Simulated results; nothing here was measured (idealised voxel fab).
The following process module bears the name voxel capacitor over wiring.
Xsec cut, 180 nm wide, square cell size 5 nm.
A cross-section in this document is a grid of square cells, and it is written down as bands, the top band listed before the ones below it; a band is made up of one or more rows of cells. Basically the band line says how high the top is and how high the bottom is, in nm, and then what's in it from left to right, every material with its width in nm. Empty space shows up as "empty", and if a single material carries "all across" it runs the full band edge to edge. Counting heights begins at 0, where everything beneath is, in the wafer as received, one material. The lowest band has no bottom; it goes on downwards, as "0 and below" shows. It should be noted that a width expressed as "30..40" varies in equal increments from row to row of cells within the band, taking the value of the first number at the top row and that of the second number at the bottom row. Key: "no change" - step with no changed cell in the cross-section. "Fully enclosed voids" contains a list of empty spaces, each no smaller than 8 cells and without an open way to the top, written in the form width x height at distance with the distance from the left edge and all three in nm. The remark found on a step's line after its settings is issued by the simulator itself and pertains to that step. overlay nm: where the mask lay relative to plan, measured to the right, on steps with a mask; negatives go left.

# The process steps that were planned are listed below
1,RECEIVE [material Si]
2,CONFORMAL_DEP [material SiO2] [thk nm 15]
3,CONFORMAL_DEP [material SiN] [thk nm 5]
4,DIRECTIONAL_DEP [material lowk] [thk nm 15]
5,PATTERN [tone open] [mask id METAL_1] [material resist] [width nm 30] [pitch nm 85] [thk nm 20] [overlay nm 0]
6,DIRECTIONAL_ETCH [etch materials lowk] [depth nm 15]
7,DIRECTIONAL_ETCH [etch materials SiN] [depth nm 5]
8,STRIP [etch materials resist]
9,CONFORMAL_DEP [material TiN] [thk nm 5]
10,FILL_DEP [material Ru] [thk nm 10]
11,CMP [height nm 35]
12,CONFORMAL_DEP [material SiCN] [thk nm 5]
13,DIRECTIONAL_DEP [material lowk] [thk nm 15]
14,DIRECTIONAL_DEP [material aC] [thk nm 10]
15,PATTERN [tone open] [mask id PLUG_1] [material resist] [width nm 15] [thk nm 25] [overlay nm 0]
16,DIRECTIONAL_ETCH [etch materials aC] [depth nm 10]
17,STRIP [etch materials resist]
18,DIRECTIONAL_ETCH [etch materials lowk] [depth nm 15]
19,DIRECTIONAL_ETCH [etch materials SiCN] [depth nm 5]
20,STRIP [etch materials aC]
21,CONFORMAL_DEP [material TiN] [thk nm 5]
22,FILL_DEP [material W] [thk nm 10]
23,CMP [height nm 55]
24,DIRECTIONAL_DEP [material TiN] [thk nm 5]
25,DIRECTIONAL_DEP [material Al2O3] [thk nm 5]
26,DIRECTIONAL_DEP [material TiN] [thk nm 10]
27,PATTERN [tone cover] [mask id UPPER_PLATE] [material resist] [width nm 60] [thk nm 15] [overlay nm 0]
28,DIRECTIONAL_ETCH [etch materials TiN] [depth nm 10]
29,DIRECTIONAL_ETCH [etch materials Al2O3] [depth nm 5]
30,STRIP [etch materials resist]
31,MASKED_ETCH [tone cover] [mask id LOWER_PLATE] [width nm 70] [etch materials TiN] [depth nm 5] [overlay nm 0]
32,FILL_DEP [material SiO2] [thk nm 20]
33,CMP [height nm 90]
34,MASKED_ETCH [tone open] [mask id PLUG_2] [width nm 15] [etch materials SiO2] [depth nm 15] [overlay nm 0]
35,CONFORMAL_DEP [material TiN] [thk nm 5]
36,FILL_DEP [material W] [thk nm 10]
37,CMP [height nm 90]
38,CONFORMAL_DEP [material SiN] [thk nm 5]

# Wafer cross-section on receipt, i.e. after step 1
0 and below | Si all across
Fully enclosed voids: none

# The plan above was carried out on the starting structure above with one mistake, and this cross-section shows the wafer at the end of the module
95 down to 90 | SiN all across
90 down to 80 | SiO2 (55) | TiN (5) | W (5) | TiN (5) | SiO2 (110)
80 down to 75 | SiO2 (55) | TiN (15) | SiO2 (110)
75 down to 65 | SiO2 (45) | TiN (60) | SiO2 (75)
65 down to 60 | SiO2 (45) | Al2O3 (60) | SiO2 (75)
60 down to 55 | SiO2 (45) | TiN (60) | SiO2 (75)
55 down to 40 | lowk (45) | TiN (5) | W (5) | TiN (5) | lowk (120)
40 down to 35 | SiCN (45) | TiN (15) | SiCN (120)
35 down to 20 | lowk (30) | TiN (5) | Ru (20) | TiN (5) | lowk (55) | TiN (5) | Ru (20) | TiN (5) | lowk (35)
20 down to 15 | SiN (30) | TiN (30) | SiN (55) | TiN (30) | SiN (35)
15 down to 0 | SiO2 all across
0 and below | Si all across
Fully enclosed voids: none
In executing the process, a mistake was made relative to the plan: step 31 ran with different settings than intended, the actual operation and settings being MASKED_ETCH [tone cover] [mask id LOWER_PLATE] [width nm 60] [etch materials TiN] [depth nm 5] [overlay nm 0]
